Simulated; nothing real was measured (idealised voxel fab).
You're looking at the process module voxel spacer lines.
Shown is cross-section cut, with a width of 270 nm and square cells of size 5 nm.
Cross-section format: a grid of square cells, given as bands from top to bottom; each band is one or more rows of cells. It is stipulated that each band's entry specify, in nanometres, the height of the top of the band and then that of its bottom, followed by the materials of the band in left-to-right sequence, each together with its width in nanometres. A single material marked by the word "everywhere" is understood to fill the band from edge to edge; the word "blank" is understood to denote empty space. Height 0 is the level under which the wafer as received is all one material. The lowest band goes on downwards, as in "0 and below". You'd read "30->40" like this: the band's top row of cells is as wide as the first number, its bottom row is as wide as the second, and going down, every row changes width by the same amount as the row before did. Key: "remained unchanged" - step with no changed cell in the cross-section. The label "Unvented cavities" introduces a list of the empty spaces, 8 cells or larger, that have no open way up to the top; each entry in it reads width x height at distance, where the distance is taken from the left edge and all three are stated in nm. Text after the settings on a step's line: the simulator's own remark on that step. "overlay nm" denotes, for a step that has a mask, the displacement of the mask to the right of its planned place, with negative values corresponding to the left.

This section lists the process steps that were planned:
step 1: RECEIVE | material Si
step 2: CONFORMAL_DEP | material SiO2 | thk nm 10
step 3: DIRECTIONAL_DEP | material W | thk nm 15
step 4: DIRECTIONAL_DEP | material polySi | thk nm 30
step 5: PATTERN | tone cover | mask id MANDREL | material resist | width nm 25 | pitch nm 80 | thk nm 40 | overlay nm 0
step 6: DIRECTIONAL_ETCH | etch materials polySi | depth nm 30
step 7: STRIP | etch materials resist
step 8: CONFORMAL_DEP | material SiN | thk nm 15
step 9: DIRECTIONAL_ETCH | etch materials SiN | depth nm 15
step 10: STRIP | etch materials polySi
step 11: DIRECTIONAL_ETCH | etch materials W | depth nm 15
step 12: STRIP | etch materials SiN
step 13: FILL_DEP | material SiO2 | thk nm 10
step 14: CMP | height nm 25

Cross-sectional view of the wafer in its as-received condition, corresponding to the state after step 1:
- 0 and below | Si everywhere
- Unvented cavities: none

Sectioned view, first of two wafers, at the close of the module, processed as intended in the plan:
- 25 down to 10 | SiO2 65 | W 15 | SiO2 25 | W 15 | SiO2 25 | W 15 | SiO2 25 | W 15 | SiO2 70
- 10 down to 0 | SiO2 everywhere
- 0 and below | Si everywhere
- Unvented cavities: none

Same start, same plan as the first wafer - but one mistake in the run. Cross-section of the second of the two at the end of the module:
- 25 down to 10 | SiO2 60 | W 15 | SiO2 35 | W 15 | SiO2 15 | W 15 | SiO2 35 | W 15 | SiO2 65
- 10 down to 0 | SiO2 everywhere
- 0 and below | Si everywhere
- Unvented cavities: none
Short version of what went wrong: step 5 off recipe, ran as PATTERN | tone cover | mask id MANDREL | material resist | width nm 35 | pitch nm 80 | thk nm 40 | overlay nm 0
The concluding comparison shows that, measured in cells, each material is equally abundant on both wafers, albeit at different positions.
